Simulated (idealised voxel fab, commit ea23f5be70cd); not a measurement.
Process module in this document: voxel self aligned contacts
Xsec cut, 230 nm wide, square cell size 5 nm.
How to read a cross-section here: the picture is a grid of square cells, written as bands going from the top down, and any band can span one or more rows of cells. This entry defines a band. It first specifies the height of the band's top and the height of its bottom in nm, and then specifies the band's materials from left to right, stating each material with its width in nm. The word "throughout" identifies a single material that fills the band from edge to edge, while the word "blank" identifies empty space. Heads up on the height convention: 0 is the point under which the incoming wafer is all one material, and the lowest band has no bottom, it just keeps going down, like "from 0 down". Width "30->40": first value at the band's top row of cells, second value at its bottom row, equal change from row to row. Given "no modifications" for a step, no cell of the cross-section differs between before and after that step. The label "Closed-off voids" introduces a list of the empty spaces, 8 cells or larger, that have no open way up to the top; each entry in it reads width x height at distance, where the distance is taken from the left edge and all three are stated in nm. Formally, on a step line, whatever follows the settings is a remark that the simulator itself makes on the step. A step's line can hold "overlay nm"; with a mask on that step, the setting says how far right of the planned place the mask lay, while a negative setting says it lay to the left. Before/after cross-section pairs, one process step each; after shown to lowest changed band; step and settings beneath. Pairs may be from different runs of this module on the same starting wafer; a pair continues from the one above only where its "Pre-process state" entry says so.
Pre-process state:
* from 55 to 50: 55 TiN | 45 blank | 25 TiN | 45 blank | 60 TiN
* from 50 to 25: 50 SiO2 | 5 TiN | 45 blank | 5 TiN | 15 SiO2 | 5 TiN | 45 blank | 5 TiN | 55 SiO2
* from 25 to 20: 50 SiO2 | 55 TiN | 15 SiO2 | 55 TiN | 55 SiO2
* from 20 to 0: polySi throughout
* from 0 to -5: SiO2 throughout
* from -5 down: Si throughout
* Closed-off voids: none
Section After Processing:
* from 60 to 55: W throughout
* from 55 to 50: 55 TiN | 45 W | 25 TiN | 45 W | 60 TiN
* from 50 to 25: 50 SiO2 | 5 TiN | 45 W | 5 TiN | 15 SiO2 | 5 TiN | 45 W | 5 TiN | 55 SiO2
* below 25: unchanged
* Closed-off voids: none
Step lying between the two cross-sections just above: FILL_DEP [material W] [thk nm 5]
Pre-process state: the wafer arrives at this step looking as the after cross-section in the pair just above shows it.
Section After Processing:
* from 50 to 25: 50 SiO2 | 5 TiN | 45 W | 5 TiN | 15 SiO2 | 5 TiN | 45 W | 5 TiN | 55 SiO2
* below 25: unchanged
* Closed-off voids: none
Step lying between the two cross-sections just above: CMP [height nm 50]
Pre-process state: the wafer arrives at this step looking as the after cross-section in the pair just above shows it.
Section After Processing:
* from 55 to 50: SiN throughout
* below 50: unchanged
* Closed-off voids: none
Step lying between the two cross-sections just above: CONFORMAL_DEP [material SiN] [thk nm 5]
Pre-process state:
* from 65 to 50: aC throughout
* from 50 to 45: SiO2 throughout
* from 45 to 20: 15 SiO2 | 55 SiN | 15 SiO2 | 55 SiN | 15 SiO2 | 55 SiN | 20 SiO2
* from 20 to 0: 15 SiO2 | 10 SiN | 35 polySi | 10 SiN | 15 SiO2 | 10 SiN | 35 polySi | 10 SiN | 15 SiO2 | 10 SiN | 35 polySi | 10 SiN | 20 SiO2
* from 0 to -5: SiO2 throughout
* from -5 down: Si throughout
* Closed-off voids: none
Section After Processing:
* from 100 to 65: 50 blank | 55 resist | 15 blank | 55 resist | 55 blank
* below 65: unchanged
* Closed-off voids: none
Step lying between the two cross-sections just above: PATTERN [tone cover] [mask id CONTACT] [material resist] [width nm 55] [pitch nm 70] [thk nm 35] [overlay nm 0]
Pre-process state: the wafer arrives at this step looking as the after cross-section in the pair just above shows it.
Section After Processing:
* from 85 to 65: 50 blank | 55 resist | 15 blank | 55 resist | 55 blank
* from 65 to 50: 50 blank | 55 aC | 15 blank | 55 aC | 55 blank
* below 50: unchanged
* Closed-off voids: none
Step lying between the two cross-sections just above: DIRECTIONAL_ETCH [etch materials aC] [depth nm 15]
Pre-process state: the wafer arrives at this step looking as the after cross-section in the pair just above shows it.
Section After Processing:
* from 65 to 50: 50 blank | 55 aC | 15 blank | 55 aC | 55 blank
* below 50: unchanged
* Closed-off voids: none
Step lying between the two cross-sections just above: STRIP [etch materials resist]
Pre-process state: the wafer arrives at this step looking as the after cross-section in the pair just above shows it.
Section After Processing:
* from 65 to 50: 50 blank | 55 aC | 15 blank | 55 aC | 55 blank
* from 50 to 45: 50 blank | 55 SiO2 | 15 blank | 55 SiO2 | 55 blank
* from 45 to 20: 15 blank | 55 SiN | 15 SiO2 | 55 SiN | 15 SiO2 | 55 SiN | 20 blank
* from 20 to 0: 15 blank | 10 SiN | 35 polySi | 10 SiN | 15 SiO2 | 10 SiN | 35 polySi | 10 SiN | 15 SiO2 | 10 SiN | 35 polySi | 10 SiN | 20 blank
* from 0 to -5: 15 blank | 195 SiO2 | 20 blank
* below -5: unchanged
* Closed-off voids: none
Step lying between the two cross-sections just above: DIRECTIONAL_ETCH [etch materials SiO2] [depth nm 55]
Pre-process state: the wafer arrives at this step looking as the after cross-section in the pair just above shows it.
Section After Processing:
* from 50 to 45: 50 blank | 55 SiO2 | 15 blank | 55 SiO2 | 55 blank
* below 45: unchanged
* Closed-off voids: none
Step lying between the two cross-sections just above: STRIP [etch materials aC]
Pre-process state: the wafer arrives at this step looking as the after cross-section in the pair just above shows it.
Section After Processing:
* from 55 to 50: 45 blank | 65 TiN | 5 blank | 65 TiN | 50 blank
* from 50 to 45: 10 blank | 40 TiN | 55 SiO2 | 15 TiN | 55 SiO2 | 40 TiN | 15 blank
* from 45 to 20: 10 blank | 5 TiN | 55 SiN | 15 SiO2 | 55 SiN | 15 SiO2 | 55 SiN | 5 TiN | 15 blank
* from 20 to 0: 10 blank | 5 TiN | 10 SiN | 35 polySi | 10 SiN | 15 SiO2 | 10 SiN | 35 polySi | 10 SiN | 15 SiO2 | 10 SiN | 35 polySi | 10 SiN | 5 TiN | 15 blank
* from 0 to -5: 15 TiN | 195 SiO2 | 20 TiN
* below -5: unchanged
* Closed-off voids: none
Step lying between the two cross-sections just above: CONFORMAL_DEP [material TiN] [thk nm 5]
Pre-process state: the wafer arrives at this step looking as the after cross-section in the pair just above shows it.
Section After Processing:
* from 60 to 55: W throughout
* from 55 to 50: 45 W | 65 TiN | 5 W | 65 TiN | 50 W
* from 50 to 45: 10 W | 40 TiN | 55 SiO2 | 15 TiN | 55 SiO2 | 40 TiN | 15 W
* from 45 to 20: 10 W | 5 TiN | 55 SiN | 15 SiO2 | 55 SiN | 15 SiO2 | 55 SiN | 5 TiN | 15 W
* from 20 to 0: 10 W | 5 TiN | 10 SiN | 35 polySi | 10 SiN | 15 SiO2 | 10 SiN | 35 polySi | 10 SiN | 15 SiO2 | 10 SiN | 35 polySi | 10 SiN | 5 TiN | 15 W
* below 0: unchanged
* Closed-off voids: none
Step lying between the two cross-sections just above: FILL_DEP [material W] [thk nm 5]
Pre-process state: the wafer arrives at this step looking as the after cross-section in the pair just above shows it.
Section After Processing:
* from 50 to 45: 10 W | 40 TiN | 55 SiO2 | 15 TiN | 55 SiO2 | 40 TiN | 15 W
* below 45: unchanged
* Closed-off voids: none
Step lying between the two cross-sections just above: CMP [height nm 50]
Pre-process state: the wafer arrives at this step looking as the after cross-section in the pair just above shows it.
Section After Processing:
* from 55 to 50: SiN throughout
* below 50: unchanged
* Closed-off voids: none
Step lying between the two cross-sections just above: CONFORMAL_DEP [material SiN] [thk nm 5]
